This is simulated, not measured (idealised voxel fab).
Module name: voxel transistor to metal (process module)
Square cell edge 5 nm, section width 165 nm, ID cut.
Cross-sections here: square-cell grids, written as top-down lists of bands, a band being one or more rows of cells.
Top height, bottom height, nm. Materials left to right, width each, nm. Single material + "edge to edge" = fills band edge to edge. "air" = empty.
A quick word on heights: they are counted from 0, and under that level the wafer as it came to us is one material throughout. The lowest band is different from the rest in having no bottom; it simply continues downward, written as in "0 nm and below".
A two-number width, for instance "30->40", indicates that the width is equal to the first number in the top row of the band and to the second number in the bottom row, and that it changes by a constant amount per row of cells.
"all unchanged", as given for a step, is the statement that not any cell of the cross-section underwent a change during that step.
Enclosed cavities: empty space of 8 cells or more with no open way to the top, each as width x height at its distance from the left edge, in nm
Formally, on a step line, whatever follows the settings is a remark that the simulator itself makes on the step.
A step's line can hold "overlay nm"; with a mask on that step, the setting says how far right of the planned place the mask lay, while a negative setting says it lay to the left.

THE PLANNED PROCESS STEPS ARE ENUMERATED HEREUNDER
1 RECEIVE,material Si
2 CONFORMAL_DEP,material SiO2,thk nm 5
3 CONFORMAL_DEP,material SiN,thk nm 10
4 MASKED_ETCH,tone cover,mask id ACTIVE,width nm 105,etch materials SiN,depth nm 10,overlay nm 0
5 MASKED_ETCH,tone cover,mask id ACTIVE,width nm 105,etch materials SiO2,depth nm 5,overlay nm 0
6 MASKED_ETCH,tone cover,mask id ACTIVE,width nm 105,etch materials Si,depth nm 30,overlay nm 0
7 FILL_DEP,material SiO2,thk nm 5
8 CMP,height nm 15
9 SELECTIVE_ETCH,etch materials SiO2,depth nm 10
10 STRIP,etch materials SiN
11 SELECTIVE_ETCH,etch materials SiO2,depth nm 5
12 OXIDIZE,depth nm 5
13 DIRECTIONAL_DEP,material polySi,thk nm 25
14 DIRECTIONAL_DEP,material SiCN,thk nm 15
15 PATTERN,tone cover,mask id GATE,material resist,width nm 15,thk nm 20,overlay nm 0
16 DIRECTIONAL_ETCH,etch materials SiCN,depth nm 25
17 DIRECTIONAL_ETCH,etch materials polySi,depth nm 35
18 STRIP,etch materials resist
19 CONFORMAL_DEP,material SiO2,thk nm 5
20 DIRECTIONAL_ETCH,etch materials SiO2,depth nm 5
21 CONFORMAL_DEP,material SiN,thk nm 5
22 DIRECTIONAL_ETCH,etch materials SiN,depth nm 5
23 DIRECTIONAL_ETCH,etch materials SiO2,depth nm 5
24 DIRECTIONAL_ETCH,etch materials Si,depth nm 10
25 EPI,material pSi,thk nm 15
26 FILL_DEP,material SiO2,thk nm 5
27 CMP,height nm 40
28 DIRECTIONAL_DEP,material SiO2,thk nm 10
29 DIRECTIONAL_DEP,material aC,thk nm 10
30 PATTERN,tone open,mask id CONTACT,material resist,width nm 30,pitch nm 55,thk nm 25,overlay nm 0
31 DIRECTIONAL_ETCH,etch materials aC,depth nm 10
32 STRIP,etch materials resist
33 DIRECTIONAL_ETCH,etch materials SiO2,depth nm 50
34 STRIP,etch materials aC
35 CONFORMAL_DEP,material TiN,thk nm 5
36 FILL_DEP,material W,thk nm 10
37 CMP,height nm 50
38 DIRECTIONAL_DEP,material TiN,thk nm 5
39 DIRECTIONAL_DEP,material W,thk nm 20
40 MASKED_ETCH,tone cover,mask id METAL_1,width nm 15,pitch nm 70,etch materials W,depth nm 20,overlay nm 0
41 MASKED_ETCH,tone cover,mask id METAL_1,width nm 15,pitch nm 70,etch materials TiN,depth nm 5,overlay nm 0
42 FILL_DEP,material lowk,thk nm 10
43 CMP,height nm 75
44 CONFORMAL_DEP,material SiCN,thk nm 5
45 DIRECTIONAL_DEP,material lowk,thk nm 25
46 MASKED_ETCH,tone open,mask id METAL_2,width nm 15,pitch nm 70,etch materials lowk,depth nm 15,overlay nm 0
47 MASKED_ETCH,tone open,mask id METAL_2_HOLES,width nm 15,pitch nm 70,etch materials lowk,depth nm 10,overlay nm 0
48 MASKED_ETCH,tone open,mask id METAL_2_HOLES,width nm 15,pitch nm 70,etch materials SiCN,depth nm 5,overlay nm 0
49 CONFORMAL_DEP,material TiN,thk nm 5
50 FILL_DEP,material Cu,thk nm 10
51 CMP,height nm 105
52 CONFORMAL_DEP,material SiCN,thk nm 5

THE FOLLOWING PERTAINS TO THE FIRST OF TWO WAFERS, WHICH WAS PROCESSED AS PLANNED

WAFER CROSS-SECTION ON RECEIPT, I.E. AFTER STEP 1
  0 nm and below  Si edge to edge
  Enclosed cavities: none

WAFER SECTION VIEW AFTER PROCESSING STEP 2
  5 nm to 0 nm  SiO2 edge to edge
  Heights below 0 show no change.

WAFER SECTION VIEW AFTER PROCESSING STEP 3
  15 nm to 5 nm  SiN edge to edge
  Heights below 5 show no change.

WAFER SECTION VIEW AFTER PROCESSING STEP 4
  15 nm to 5 nm  air (30) | SiN (105) | air (30)
  Heights below 5 show no change.

WAFER SECTION VIEW AFTER PROCESSING STEP 5
  15 nm to 5 nm  air (30) | SiN (105) | air (30)
  5 nm to 0 nm  air (30) | SiO2 (105) | air (30)
  Heights below 0 show no change.

WAFER SECTION VIEW AFTER PROCESSING STEP 6
  15 nm to 5 nm  air (30) | SiN (105) | air (30)
  5 nm to 0 nm  air (30) | SiO2 (105) | air (30)
  0 nm to -30 nm  air (30) | Si (105) | air (30)
  Heights below -30 show no change.

WAFER SECTION VIEW AFTER PROCESSING STEP 7
  20 nm to 15 nm  SiO2 edge to edge
  15 nm to 5 nm  SiO2 (30) | SiN (105) | SiO2 (30)
  5 nm to 0 nm  SiO2 edge to edge
  0 nm to -30 nm  SiO2 (30) | Si (105) | SiO2 (30)
  Heights below -30 show no change.

WAFER SECTION VIEW AFTER PROCESSING STEP 8
  15 nm to 5 nm  SiO2 (30) | SiN (105) | SiO2 (30)
  Heights below 5 show no change.

WAFER SECTION VIEW AFTER PROCESSING STEP 9
  15 nm to 5 nm  air (30) | SiN (105) | air (30)
  Heights below 5 show no change.

WAFER SECTION VIEW AFTER PROCESSING STEP 10
  5 nm to 0 nm  SiO2 edge to edge
  Heights below 0 show no change.

WAFER SECTION VIEW AFTER PROCESSING STEP 11
  0 nm to -30 nm  SiO2 (30) | Si (105) | SiO2 (30)
  Heights below -30 show no change.

WAFER SECTION VIEW AFTER PROCESSING STEP 12
  0 nm to -5 nm  SiO2 edge to edge
  Heights below -5 show no change.

WAFER SECTION VIEW AFTER PROCESSING STEP 13
  25 nm to 0 nm  polySi edge to edge
  Heights below 0 show no change.

WAFER SECTION VIEW AFTER PROCESSING STEP 14
  40 nm to 25 nm  SiCN edge to edge
  Heights below 25 show no change.

WAFER SECTION VIEW AFTER PROCESSING STEP 15
  60 nm to 40 nm  air (75) | resist (15) | air (75)
  Heights below 40 show no change.

WAFER SECTION VIEW AFTER PROCESSING STEP 16
  60 nm to 40 nm  air (75) | resist (15) | air (75)
  40 nm to 25 nm  air (75) | SiCN (15) | air (75)
  Heights below 25 show no change.

WAFER SECTION VIEW AFTER PROCESSING STEP 17
  60 nm to 40 nm  air (75) | resist (15) | air (75)
  40 nm to 25 nm  air (75) | SiCN (15) | air (75)
  25 nm to 0 nm  air (75) | polySi (15) | air (75)
  Heights below 0 show no change.

WAFER SECTION VIEW AFTER PROCESSING STEP 18
  40 nm to 25 nm  air (75) | SiCN (15) | air (75)
  Heights below 25 show no change.

WAFER SECTION VIEW AFTER PROCESSING STEP 19
  45 nm to 40 nm  air (70) | SiO2 (25) | air (70)
  40 nm to 25 nm  air (70) | SiO2 (5) | SiCN (15) | SiO2 (5) | air (70)
  25 nm to 5 nm  air (70) | SiO2 (5) | polySi (15) | SiO2 (5) | air (70)
  5 nm to 0 nm  SiO2 (75) | polySi (15) | SiO2 (75)
  Heights below 0 show no change.

WAFER SECTION VIEW AFTER PROCESSING STEP 20
  40 nm to 25 nm  air (70) | SiO2 (5) | SiCN (15) | SiO2 (5) | air (70)
  25 nm to 0 nm  air (70) | SiO2 (5) | polySi (15) | SiO2 (5) | air (70)
  Heights below 0 show no change.

WAFER SECTION VIEW AFTER PROCESSING STEP 21
  45 nm to 40 nm  air (65) | SiN (35) | air (65)
  40 nm to 25 nm  air (65) | SiN (5) | SiO2 (5) | SiCN (15) | SiO2 (5) | SiN (5) | air (65)
  25 nm to 5 nm  air (65) | SiN (5) | SiO2 (5) | polySi (15) | SiO2 (5) | SiN (5) | air (65)
  5 nm to 0 nm  SiN (70) | SiO2 (5) | polySi (15) | SiO2 (5) | SiN (70)
  Heights below 0 show no change.

WAFER SECTION VIEW AFTER PROCESSING STEP 22
  40 nm to 25 nm  air (65) | SiN (5) | SiO2 (5) | SiCN (15) | SiO2 (5) | SiN (5) | air (65)
  25 nm to 0 nm  air (65) | SiN (5) | SiO2 (5) | polySi (15) | SiO2 (5) | SiN (5) | air (65)
  Heights below 0 show no change.

WAFER SECTION VIEW AFTER PROCESSING STEP 23
  40 nm to 35 nm  air (65) | SiN (5) | air (5) | SiCN (15) | air (5) | SiN (5) | air (65)
  35 nm to 25 nm  air (65) | SiN (5) | SiO2 (5) | SiCN (15) | SiO2 (5) | SiN (5) | air (65)
  25 nm to 0 nm  air (65) | SiN (5) | SiO2 (5) | polySi (15) | SiO2 (5) | SiN (5) | air (65)
  0 nm to -5 nm  air (65) | SiO2 (35) | air (65)
  Heights below -5 show no change.

WAFER SECTION VIEW AFTER PROCESSING STEP 24
  40 nm to 35 nm  air (65) | SiN (5) | air (5) | SiCN (15) | air (5) | SiN (5) | air (65)
  35 nm to 25 nm  air (65) | SiN (5) | SiO2 (5) | SiCN (15) | SiO2 (5) | SiN (5) | air (65)
  25 nm to 0 nm  air (65) | SiN (5) | SiO2 (5) | polySi (15) | SiO2 (5) | SiN (5) | air (65)
  0 nm to -5 nm  air (65) | SiO2 (35) | air (65)
  -5 nm to -15 nm  SiO2 (30) | air (35) | Si (35) | air (35) | SiO2 (30)
  Heights below -15 show no change.

WAFER SECTION VIEW AFTER PROCESSING STEP 25
  40 nm to 35 nm  air (65) | SiN (5) | air (5) | SiCN (15) | air (5) | SiN (5) | air (65)
  35 nm to 25 nm  air (65) | SiN (5) | SiO2 (5) | SiCN (15) | SiO2 (5) | SiN (5) | air (65)
  25 nm to 10 nm  air (65) | SiN (5) | SiO2 (5) | polySi (15) | SiO2 (5) | SiN (5) | air (65)
  10 nm to 0 nm  air (50) | pSi (15) | SiN (5) | SiO2 (5) | polySi (15) | SiO2 (5) | SiN (5) | pSi (15) | air (50)
  0 nm to -5 nm  air (25) | pSi (40) | SiO2 (35) | pSi (40) | air (25)
  -5 nm to -15 nm  SiO2 (30) | pSi (35) | Si (35) | pSi (35) | SiO2 (30)
  Heights below -15 show no change.

WAFER SECTION VIEW AFTER PROCESSING STEP 26
  45 nm to 40 nm  SiO2 edge to edge
  40 nm to 25 nm  SiO2 (65) | SiN (5) | SiO2 (5) | SiCN (15) | SiO2 (5) | SiN (5) | SiO2 (65)
  25 nm to 10 nm  SiO2 (65) | SiN (5) | SiO2 (5) | polySi (15) | SiO2 (5) | SiN (5) | SiO2 (65)
  10 nm to 0 nm  SiO2 (50) | pSi (15) | SiN (5) | SiO2 (5) | polySi (15) | SiO2 (5) | SiN (5) | pSi (15) | SiO2 (50)
  0 nm to -5 nm  SiO2 (25) | pSi (40) | SiO2 (35) | pSi (40) | SiO2 (25)
  Heights below -5 show no change.

WAFER SECTION VIEW AFTER PROCESSING STEP 27
  40 nm to 25 nm  SiO2 (65) | SiN (5) | SiO2 (5) | SiCN (15) | SiO2 (5) | SiN (5) | SiO2 (65)
  Heights below 25 show no change.

WAFER SECTION VIEW AFTER PROCESSING STEP 28
  50 nm to 40 nm  SiO2 edge to edge
  Heights below 40 show no change.

WAFER SECTION VIEW AFTER PROCESSING STEP 29
  60 nm to 50 nm  aC edge to edge
  Heights below 50 show no change.

WAFER SECTION VIEW AFTER PROCESSING STEP 30
  85 nm to 60 nm  resist (40) | air (30) | resist (25) | air (30) | resist (40)
  Heights below 60 show no change.

WAFER SECTION VIEW AFTER PROCESSING STEP 31
  75 nm to 60 nm  resist (40) | air (30) | resist (25) | air (30) | resist (40)
  60 nm to 50 nm  aC (40) | air (30) | aC (25) | air (30) | aC (40)
  Heights below 50 show no change.

WAFER SECTION VIEW AFTER PROCESSING STEP 32
  60 nm to 50 nm  aC (40) | air (30) | aC (25) | air (30) | aC (40)
  Heights below 50 show no change.

WAFER SECTION VIEW AFTER PROCESSING STEP 33
  60 nm to 50 nm  aC (40) | air (30) | aC (25) | air (30) | aC (40)
  50 nm to 40 nm  SiO2 (40) | air (30) | SiO2 (25) | air (30) | SiO2 (40)
  40 nm to 25 nm  SiO2 (40) | air (25) | SiN (5) | SiO2 (5) | SiCN (15) | SiO2 (5) | SiN (5) | air (25) | SiO2 (40)
  25 nm to 10 nm  SiO2 (40) | air (25) | SiN (5) | SiO2 (5) | polySi (15) | SiO2 (5) | SiN (5) | air (25) | SiO2 (40)
  10 nm to 0 nm  SiO2 (40) | air (10) | pSi (15) | SiN (5) | SiO2 (5) | polySi (15) | SiO2 (5) | SiN (5) | pSi (15) | air (10) | SiO2 (40)
  Heights below 0 show no change.

WAFER SECTION VIEW AFTER PROCESSING STEP 34
  50 nm to 40 nm  SiO2 (40) | air (30) | SiO2 (25) | air (30) | SiO2 (40)
  Heights below 40 show no change.

WAFER SECTION VIEW AFTER PROCESSING STEP 35
  55 nm to 50 nm  TiN (45) | air (20) | TiN (35) | air (20) | TiN (45)
  50 nm to 40 nm  SiO2 (40) | TiN (5) | air (20->15) | TiN (5->10) | SiO2 (25) | TiN (5->10) | air (20->15) | TiN (5) | SiO2 (40)
  40 nm to 25 nm  SiO2 (40) | TiN (5) | air (15) | TiN (5) | SiN (5) | SiO2 (5) | SiCN (15) | SiO2 (5) | SiN (5) | TiN (5) | air (15) | TiN (5) | SiO2 (40)
  25 nm to 15 nm  SiO2 (40) | TiN (5) | air (15) | TiN (5) | SiN (5) | SiO2 (5) | polySi (15) | SiO2 (5) | SiN (5) | TiN (5) | air (15) | TiN (5) | SiO2 (40)
  15 nm to 10 nm  SiO2 (40) | TiN (25) | SiN (5) | SiO2 (5) | polySi (15) | SiO2 (5) | SiN (5) | TiN (25) | SiO2 (40)
  10 nm to 0 nm  SiO2 (40) | TiN (10) | pSi (15) | SiN (5) | SiO2 (5) | polySi (15) | SiO2 (5) | SiN (5) | pSi (15) | TiN (10) | SiO2 (40)
  Heights below 0 show no change.

WAFER SECTION VIEW AFTER PROCESSING STEP 36
  65 nm to 55 nm  W edge to edge
  55 nm to 50 nm  TiN (45) | W (20) | TiN (35) | W (20) | TiN (45)
  50 nm to 40 nm  SiO2 (40) | TiN (5) | W (20->15) | TiN (5->10) | SiO2 (25) | TiN (5->10) | W (20->15) | TiN (5) | SiO2 (40)
  40 nm to 25 nm  SiO2 (40) | TiN (5) | W (15) | TiN (5) | SiN (5) | SiO2 (5) | SiCN (15) | SiO2 (5) | SiN (5) | TiN (5) | W (15) | TiN (5) | SiO2 (40)
  25 nm to 15 nm  SiO2 (40) | TiN (5) | W (15) | TiN (5) | SiN (5) | SiO2 (5) | polySi (15) | SiO2 (5) | SiN (5) | TiN (5) | W (15) | TiN (5) | SiO2 (40)
  Heights below 15 show no change.

WAFER SECTION VIEW AFTER PROCESSING STEP 37
  50 nm to 40 nm  SiO2 (40) | TiN (5) | W (20->15) | TiN (5->10) | SiO2 (25) | TiN (5->10) | W (20->15) | TiN (5) | SiO2 (40)
  Heights below 40 show no change.

WAFER SECTION VIEW AFTER PROCESSING STEP 38
  55 nm to 50 nm  TiN edge to edge
  Heights below 50 show no change.

WAFER SECTION VIEW AFTER PROCESSING STEP 39
  75 nm to 55 nm  W edge to edge
  Heights below 55 show no change.

WAFER SECTION VIEW AFTER PROCESSING STEP 40
  75 nm to 55 nm  air (40) | W (15) | air (55) | W (15) | air (40)
  Heights below 55 show no change.

WAFER SECTION VIEW AFTER PROCESSING STEP 41
  75 nm to 55 nm  air (40) | W (15) | air (55) | W (15) | air (40)
  55 nm to 50 nm  air (40) | TiN (15) | air (55) | TiN (15) | air (40)
  Heights below 50 show no change.

WAFER SECTION VIEW AFTER PROCESSING STEP 42
  85 nm to 75 nm  lowk edge to edge
  75 nm to 55 nm  lowk (40) | W (15) | lowk (55) | W (15) | lowk (40)
  55 nm to 50 nm  lowk (40) | TiN (15) | lowk (55) | TiN (15) | lowk (40)
  Heights below 50 show no change.

WAFER SECTION VIEW AFTER PROCESSING STEP 43
  75 nm to 55 nm  lowk (40) | W (15) | lowk (55) | W (15) | lowk (40)
  Heights below 55 show no change.

WAFER SECTION VIEW AFTER PROCESSING STEP 44
  80 nm to 75 nm  SiCN edge to edge
  Heights below 75 show no change.

WAFER SECTION VIEW AFTER PROCESSING STEP 45
  105 nm to 80 nm  lowk edge to edge
  Heights below 80 show no change.

WAFER SECTION VIEW AFTER PROCESSING STEP 46
  105 nm to 90 nm  lowk (40) | air (15) | lowk (55) | air (15) | lowk (40)
  Heights below 90 show no change.

WAFER SECTION VIEW AFTER PROCESSING STEP 47
  105 nm to 80 nm  lowk (40) | air (15) | lowk (55) | air (15) | lowk (40)
  Heights below 80 show no change.

WAFER SECTION VIEW AFTER PROCESSING STEP 48
  105 nm to 80 nm  lowk (40) | air (15) | lowk (55) | air (15) | lowk (40)
  80 nm to 75 nm  SiCN (40) | air (15) | SiCN (55) | air (15) | SiCN (40)
  Heights below 75 show no change.

WAFER SECTION VIEW AFTER PROCESSING STEP 49
  110 nm to 105 nm  TiN (45) | air (5) | TiN (65) | air (5) | TiN (45)
  105 nm to 80 nm  lowk (40) | TiN (5) | air (5) | TiN (5) | lowk (55) | TiN (5) | air (5) | TiN (5) | lowk (40)
  80 nm to 75 nm  SiCN (40) | TiN (15) | SiCN (55) | TiN (15) | SiCN (40)
  Heights below 75 show no change.

WAFER SECTION VIEW AFTER PROCESSING STEP 50
  120 nm to 110 nm  Cu edge to edge
  110 nm to 105 nm  TiN (45) | Cu (5) | TiN (65) | Cu (5) | TiN (45)
  105 nm to 80 nm  lowk (40) | TiN (5) | Cu (5) | TiN (5) | lowk (55) | TiN (5) | Cu (5) | TiN (5) | lowk (40)
  Heights below 80 show no change.

WAFER SECTION VIEW AFTER PROCESSING STEP 51
  105 nm to 80 nm  lowk (40) | TiN (5) | Cu (5) | TiN (5) | lowk (55) | TiN (5) | Cu (5) | TiN (5) | lowk (40)
  Heights below 80 show no change.

WAFER SECTION VIEW AFTER PROCESSING STEP 52
  110 nm to 105 nm  SiCN edge to edge
  Heights below 105 show no change.

WAFER TWO. SAME START, SAME PLAN, ONE SLIP IN EXECUTION. SAME AS WAFER ONE THROUGH STEP 45, INCLUSIVE

THE SECOND WAFER CUT THROUGH, AT THE TIME STEP 46 WAS SUPPOSED TO BE FINISHED
  105 nm to 90 nm  air (40) | lowk (15) | air (55) | lowk (15) | air (40)
  Heights below 90 show no change.

THE SECOND WAFER CUT THROUGH, AT THE TIME STEP 47 WAS SUPPOSED TO BE FINISHED
  95 nm to 90 nm  air (40) | lowk (15) | air (55) | lowk (15) | air (40)
  Heights below 90 show no change.

The second wafer cut through, at the time step 48 was supposed to be finished: all unchanged

THE SECOND WAFER CUT THROUGH, AT THE TIME STEP 49 WAS SUPPOSED TO BE FINISHED
  100 nm to 95 nm  air (35) | TiN (25) | air (45) | TiN (25) | air (35)
  95 nm to 90 nm  TiN (40) | lowk (15) | TiN (55) | lowk (15) | TiN (40)
  Heights below 90 show no change.

THE SECOND WAFER CUT THROUGH, AT THE TIME STEP 50 WAS SUPPOSED TO BE FINISHED
  110 nm to 100 nm  Cu edge to edge
  100 nm to 95 nm  Cu (35) | TiN (25) | Cu (45) | TiN (25) | Cu (35)
  Heights below 95 show no change.

THE SECOND WAFER CUT THROUGH, AT THE TIME STEP 51 WAS SUPPOSED TO BE FINISHED
  105 nm to 100 nm  Cu edge to edge
  Heights below 100 show no change.

THE SECOND WAFER CUT THROUGH, AT THE TIME STEP 52 WAS SUPPOSED TO BE FINISHED
  110 nm to 105 nm  SiCN edge to edge
  Heights below 105 show no change.
Here's what went sideways: step 46 did not use the planned setting and instead ran as MASKED_ETCH,tone cover,mask id METAL_2,width nm 15,pitch nm 70,etch materials lowk,depth nm 15,overlay nm 0
Final cells, second wafer relative to first, materials higher or lower: 46 more of Cu | 6 more of SiCN | 11 more of TiN | 63 fewer of lowk
